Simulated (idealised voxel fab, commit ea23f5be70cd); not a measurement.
The process module that follows is named voxel capacitor over wiring.
In the cross-section labelled cut, the width is 220 nm and each square cell is 5 nm.
Reading order for cross-sections: top band down to bottom band. Underlying form: a grid of square cells. Band size: one or more rows of cells. A band entry consists of two parts. The first gives the height of the band's top and the height of its bottom, in nm. The rest lists the band's materials from left to right, each with its width in nm. A single material labelled with the word "throughout" fills the band from edge to edge, and the word "air" marks empty space. Heights are reckoned from 0. Under this level, the received wafer is all of one material. The bottommost band is open-ended downward, for example "0 and below". The notation "30..40" denotes a width that varies across the rows of cells in the band, beginning at the first number in the top row, finishing at the second number in the bottom row, and changing by an identical amount from each row to the next. When a step is marked "no modification", none of the cells in the cross-section changed during that step. The entry "Closed void entries" lists the empty spaces that cover at least 8 cells and have no open path to the top. Each is written as width x height at distance, where the distance is measured from the left edge and all three values are in nm. The remark found on a step's line after its settings is issued by the simulator itself and pertains to that step. The optional step-line setting "overlay nm" applies to steps with a mask and quantifies how far to the right of its planned location the mask lay, a negative value indicating leftward placement.

# Process steps - plan
1: RECEIVE [material Si]
2: CONFORMAL_DEP [material SiO2] [thk nm 10]
3: CONFORMAL_DEP [material SiCN] [thk nm 5]
4: DIRECTIONAL_DEP [material lowk] [thk nm 20]
5: DIRECTIONAL_DEP [material aC] [thk nm 15]
6: PATTERN [tone open] [mask id METAL_1] [material resist] [width nm 30] [pitch nm 90] [thk nm 30] [overlay nm 0]
7: DIRECTIONAL_ETCH [etch materials aC] [depth nm 15]
8: STRIP [etch materials resist]
9: DIRECTIONAL_ETCH [etch materials lowk] [depth nm 20]
10: DIRECTIONAL_ETCH [etch materials SiCN] [depth nm 5]
11: STRIP [etch materials aC]
12: CONFORMAL_DEP [material TiN] [thk nm 5]
13: FILL_DEP [material Cu] [thk nm 10]
14: CMP [height nm 35]
15: CONFORMAL_DEP [material SiCN] [thk nm 5]
16: DIRECTIONAL_DEP [material lowk] [thk nm 10]
17: PATTERN [tone open] [mask id PLUG_1] [material resist] [width nm 15] [thk nm 15] [overlay nm 0]
18: DIRECTIONAL_ETCH [etch materials lowk] [depth nm 10]
19: DIRECTIONAL_ETCH [etch materials SiCN] [depth nm 5]
20: STRIP [etch materials resist]
21: CONFORMAL_DEP [material TiN] [thk nm 5]
22: FILL_DEP [material Ru] [thk nm 5]
23: CMP [height nm 50]
24: DIRECTIONAL_DEP [material TiN] [thk nm 10]
25: DIRECTIONAL_DEP [material SiN] [thk nm 5]
26: DIRECTIONAL_DEP [material TiN] [thk nm 10]
27: DIRECTIONAL_DEP [material aC] [thk nm 15]
28: PATTERN [tone cover] [mask id UPPER_PLATE] [material resist] [width nm 65] [thk nm 35] [overlay nm -15]
29: DIRECTIONAL_ETCH [etch materials aC] [depth nm 15]
30: STRIP [etch materials resist]
31: DIRECTIONAL_ETCH [etch materials TiN] [depth nm 10]
32: DIRECTIONAL_ETCH [etch materials SiN] [depth nm 5]
33: STRIP [etch materials aC]
34: PATTERN [tone cover] [mask id LOWER_PLATE] [material resist] [width nm 75] [thk nm 20] [overlay nm 0]
35: DIRECTIONAL_ETCH [etch materials TiN] [depth nm 10]
36: STRIP [etch materials resist]
37: FILL_DEP [material SiO2] [thk nm 15]
38: CMP [height nm 85]
39: DIRECTIONAL_DEP [material aC] [thk nm 15]
40: PATTERN [tone open] [mask id PLUG_2] [material resist] [width nm 15] [thk nm 30] [overlay nm 0]
41: DIRECTIONAL_ETCH [etch materials aC] [depth nm 15]
42: STRIP [etch materials resist]
43: DIRECTIONAL_ETCH [etch materials SiO2] [depth nm 10]
44: STRIP [etch materials aC]
45: CONFORMAL_DEP [material TiN] [thk nm 5]
46: FILL_DEP [material Ru] [thk nm 10]
47: CMP [height nm 85]
48: CONFORMAL_DEP [material SiN] [thk nm 5]
Wafer-to-wafer difference: overlay nm, step 28. Common start. Plan = first wafer's value.

# Cut through the first of several wafers as received, post step 1
0 and below  Si throughout
Closed void entries: none

# For your reference, the table is organized with a row per wafer; each row reflects the wafer at the end of the module, indicating for each material the cells gained (+) or lost (-) since receipt, and thereafter its closed voids
overlay nm -15, +32 Cu, +3 Ru, +73 SiCN, +57 SiN, +321 SiO2, +96 TiN, +210 lowk, Closed void entries: none
overlay nm -10, +32 Cu, +3 Ru, +73 SiCN, +57 SiN, +321 SiO2, +96 TiN, +210 lowk, Closed void entries: none
overlay nm -5, +32 Cu, +3 Ru, +73 SiCN, +57 SiN, +321 SiO2, +96 TiN, +210 lowk, Closed void entries: none
overlay nm 0, +32 Cu, +3 Ru, +73 SiCN, +57 SiN, +321 SiO2, +96 TiN, +210 lowk, Closed void entries: none
overlay nm 5, +32 Cu, +3 Ru, +73 SiCN, +57 SiN, +321 SiO2, +96 TiN, +210 lowk, Closed void entries: none
overlay nm 10, +32 Cu, +3 Ru, +73 SiCN, +57 SiN, +321 SiO2, +96 TiN, +210 lowk, Closed void entries: none
overlay nm 15, +32 Cu, +3 Ru, +73 SiCN, +57 SiN, +321 SiO2, +96 TiN, +210 lowk, Closed void entries: none
